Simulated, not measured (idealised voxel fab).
Proc. module: voxel tone inversion
FYI the section here is cut, 255 nm wide, cells are 5 nm squares.
When this document writes out a cross-section, it uses a grid of square cells and lists it as bands, beginning at the top and moving down, with a band standing for one or more rows of cells. For a band, the entry starts with two heights in nm, that of the top and then that of the bottom, and carries on with the band's materials in order from left to right, each alongside its width in nm; the word "throughout" beside a single material means it fills the band edge to edge, and "empty" means empty space. Heads up on the height convention: 0 is the point under which the incoming wafer is all one material, and the lowest band has no bottom, it just keeps going down, like "0 down". The two numbers in a width such as "30 to 40" mark its ends across the band: the first belongs to the top row of cells, the second to the bottom row, and from each row to the next the width moves by the same amount. The designation "stayed the same", where it is given for a processing step, indicates that no cell of the cross-section was altered in the course of that step. Empty spaces without an open route to the top, at least 8 cells in extent, make up the entry "Voids, sealed"; each is given as width x height at distance, where the distance is measured from the left edge, and all are in nm. Past the settings on a step's line: simulator remark, on that step. overlay nm, on a step with a mask: how far to the right of its planned place the mask lay; to the left if negative.

SO HERE'S THE LINEUP OF PROCESS STEPS WE PLANNED
1: RECEIVE: material Si
2: CONFORMAL_DEP: material SiN, thk nm 5
3: DIRECTIONAL_DEP: material aC, thk nm 20
4: PATTERN: tone cover, mask id POSTS, material resist, width nm 25, pitch nm 55, thk nm 25, overlay nm 0
5: DIRECTIONAL_ETCH: etch materials aC, depth nm 20
6: STRIP: etch materials resist
7: FILL_DEP: material SiO2, thk nm 10
8: CMP: height nm 25
9: STRIP: etch materials aC
10: CONFORMAL_DEP: material TiN, thk nm 5
11: FILL_DEP: material Cu, thk nm 10
12: CMP: height nm 25
13: CONFORMAL_DEP: material SiN, thk nm 5

ACCOUNT OF THE FIRST OF TWO WAFERS, WHICH WAS PROCESSED AS INTENDED

CROSS-SECTION OF THE INCOMING WAFER, STATE AFTER STEP 1
	0 down  Si throughout
	Voids, sealed: none

ONCE STEP 2 IS THROUGH, THE WAFER LOOKS LIKE THIS IN CROSS-SECTION
	5 to 0  SiN throughout
	Below 0, no change.

ONCE STEP 3 IS THROUGH, THE WAFER LOOKS LIKE THIS IN CROSS-SECTION
	25 to 5  aC throughout
	Below 5, no change.

ONCE STEP 4 IS THROUGH, THE WAFER LOOKS LIKE THIS IN CROSS-SECTION
	50 to 25  30 of empty | 25 of resist | 30 of empty | 25 of resist | 30 of empty | 25 of resist | 30 of empty | 25 of resist | 35 of empty
	Below 25, no change.

ONCE STEP 5 IS THROUGH, THE WAFER LOOKS LIKE THIS IN CROSS-SECTION
	30 to 25  30 of empty | 25 of resist | 30 of empty | 25 of resist | 30 of empty | 25 of resist | 30 of empty | 25 of resist | 35 of empty
	25 to 5  30 of empty | 25 of aC | 30 of empty | 25 of aC | 30 of empty | 25 of aC | 30 of empty | 25 of aC | 35 of empty
	Below 5, no change.

ONCE STEP 6 IS THROUGH, THE WAFER LOOKS LIKE THIS IN CROSS-SECTION
	25 to 5  30 of empty | 25 of aC | 30 of empty | 25 of aC | 30 of empty | 25 of aC | 30 of empty | 25 of aC | 35 of empty
	Below 5, no change.

ONCE STEP 7 IS THROUGH, THE WAFER LOOKS LIKE THIS IN CROSS-SECTION
	35 to 25  SiO2 throughout
	25 to 5  30 of SiO2 | 25 of aC | 30 of SiO2 | 25 of aC | 30 of SiO2 | 25 of aC | 30 of SiO2 | 25 of aC | 35 of SiO2
	Below 5, no change.

ONCE STEP 8 IS THROUGH, THE WAFER LOOKS LIKE THIS IN CROSS-SECTION
	25 to 5  30 of SiO2 | 25 of aC | 30 of SiO2 | 25 of aC | 30 of SiO2 | 25 of aC | 30 of SiO2 | 25 of aC | 35 of SiO2
	Below 5, no change.

ONCE STEP 9 IS THROUGH, THE WAFER LOOKS LIKE THIS IN CROSS-SECTION
	25 to 5  30 of SiO2 | 25 of empty | 30 of SiO2 | 25 of empty | 30 of SiO2 | 25 of empty | 30 of SiO2 | 25 of empty | 35 of SiO2
	Below 5, no change.

ONCE STEP 10 IS THROUGH, THE WAFER LOOKS LIKE THIS IN CROSS-SECTION
	30 to 25  35 of TiN | 15 of empty | 40 of TiN | 15 of empty | 40 of TiN | 15 of empty | 40 of TiN | 15 of empty | 40 of TiN
	25 to 10  30 of SiO2 | 5 of TiN | 15 of empty | 5 of TiN | 30 of SiO2 | 5 of TiN | 15 of empty | 5 of TiN | 30 of SiO2 | 5 of TiN | 15 of empty | 5 of TiN | 30 of SiO2 | 5 of TiN | 15 of empty | 5 of TiN | 35 of SiO2
	10 to 5  30 of SiO2 | 25 of TiN | 30 of SiO2 | 25 of TiN | 30 of SiO2 | 25 of TiN | 30 of SiO2 | 25 of TiN | 35 of SiO2
	Below 5, no change.

ONCE STEP 11 IS THROUGH, THE WAFER LOOKS LIKE THIS IN CROSS-SECTION
	40 to 30  Cu throughout
	30 to 25  35 of TiN | 15 of Cu | 40 of TiN | 15 of Cu | 40 of TiN | 15 of Cu | 40 of TiN | 15 of Cu | 40 of TiN
	25 to 10  30 of SiO2 | 5 of TiN | 15 of Cu | 5 of TiN | 30 of SiO2 | 5 of TiN | 15 of Cu | 5 of TiN | 30 of SiO2 | 5 of TiN | 15 of Cu | 5 of TiN | 30 of SiO2 | 5 of TiN | 15 of Cu | 5 of TiN | 35 of SiO2
	Below 10, no change.

ONCE STEP 12 IS THROUGH, THE WAFER LOOKS LIKE THIS IN CROSS-SECTION
	25 to 10  30 of SiO2 | 5 of TiN | 15 of Cu | 5 of TiN | 30 of SiO2 | 5 of TiN | 15 of Cu | 5 of TiN | 30 of SiO2 | 5 of TiN | 15 of Cu | 5 of TiN | 30 of SiO2 | 5 of TiN | 15 of Cu | 5 of TiN | 35 of SiO2
	Below 10, no change.

ONCE STEP 13 IS THROUGH, THE WAFER LOOKS LIKE THIS IN CROSS-SECTION
	30 to 25  SiN throughout
	Below 25, no change.

SECOND WAFER. START AND PLAN AS FOR THE FIRST. ONE MISTAKE MADE IN RUNNING. AGREES WITH THE FIRST UP TO AND INCLUDING STEP 8

LOOK AT THE SECOND WAFER IN CROSS-SECTION AT THE TIME STEP 9 OUGHT TO HAVE FINISHED
	25 to 5  30 of SiO2 | 25 of empty | 30 of SiO2 | 25 of empty | 30 of SiO2 | 25 of empty | 30 of SiO2 | 25 of empty | 35 of SiO2
	Below 5, no change.

LOOK AT THE SECOND WAFER IN CROSS-SECTION AT THE TIME STEP 10 OUGHT TO HAVE FINISHED
	30 to 25  35 of TiN | 15 of empty | 40 of TiN | 15 of empty | 40 of TiN | 15 of empty | 40 of TiN | 15 of empty | 40 of TiN
	25 to 10  30 of SiO2 | 5 of TiN | 15 of empty | 5 of TiN | 30 of SiO2 | 5 of TiN | 15 of empty | 5 of TiN | 30 of SiO2 | 5 of TiN | 15 of empty | 5 of TiN | 30 of SiO2 | 5 of TiN | 15 of empty | 5 of TiN | 35 of SiO2
	10 to 5  30 of SiO2 | 25 of TiN | 30 of SiO2 | 25 of TiN | 30 of SiO2 | 25 of TiN | 30 of SiO2 | 25 of TiN | 35 of SiO2
	Below 5, no change.

LOOK AT THE SECOND WAFER IN CROSS-SECTION AT THE TIME STEP 11 OUGHT TO HAVE FINISHED
	40 to 30  Cu throughout
	30 to 25  35 of TiN | 15 of Cu | 40 of TiN | 15 of Cu | 40 of TiN | 15 of Cu | 40 of TiN | 15 of Cu | 40 of TiN
	25 to 10  30 of SiO2 | 5 of TiN | 15 of Cu | 5 of TiN | 30 of SiO2 | 5 of TiN | 15 of Cu | 5 of TiN | 30 of SiO2 | 5 of TiN | 15 of Cu | 5 of TiN | 30 of SiO2 | 5 of TiN | 15 of Cu | 5 of TiN | 35 of SiO2
	Below 10, no change.

LOOK AT THE SECOND WAFER IN CROSS-SECTION AT THE TIME STEP 12 OUGHT TO HAVE FINISHED
	25 to 10  30 of SiO2 | 5 of TiN | 15 of Cu | 5 of TiN | 30 of SiO2 | 5 of TiN | 15 of Cu | 5 of TiN | 30 of SiO2 | 5 of TiN | 15 of Cu | 5 of TiN | 30 of SiO2 | 5 of TiN | 15 of Cu | 5 of TiN | 35 of SiO2
	Below 10, no change.

LOOK AT THE SECOND WAFER IN CROSS-SECTION AT THE TIME STEP 13 OUGHT TO HAVE FINISHED
	30 to 25  SiN throughout
	Below 25, no change.
Here's what went sideways: twice over, step 9 of the plan was run
Same final cross-section on the two wafers, so the model's numbers don't move because of the mistake.
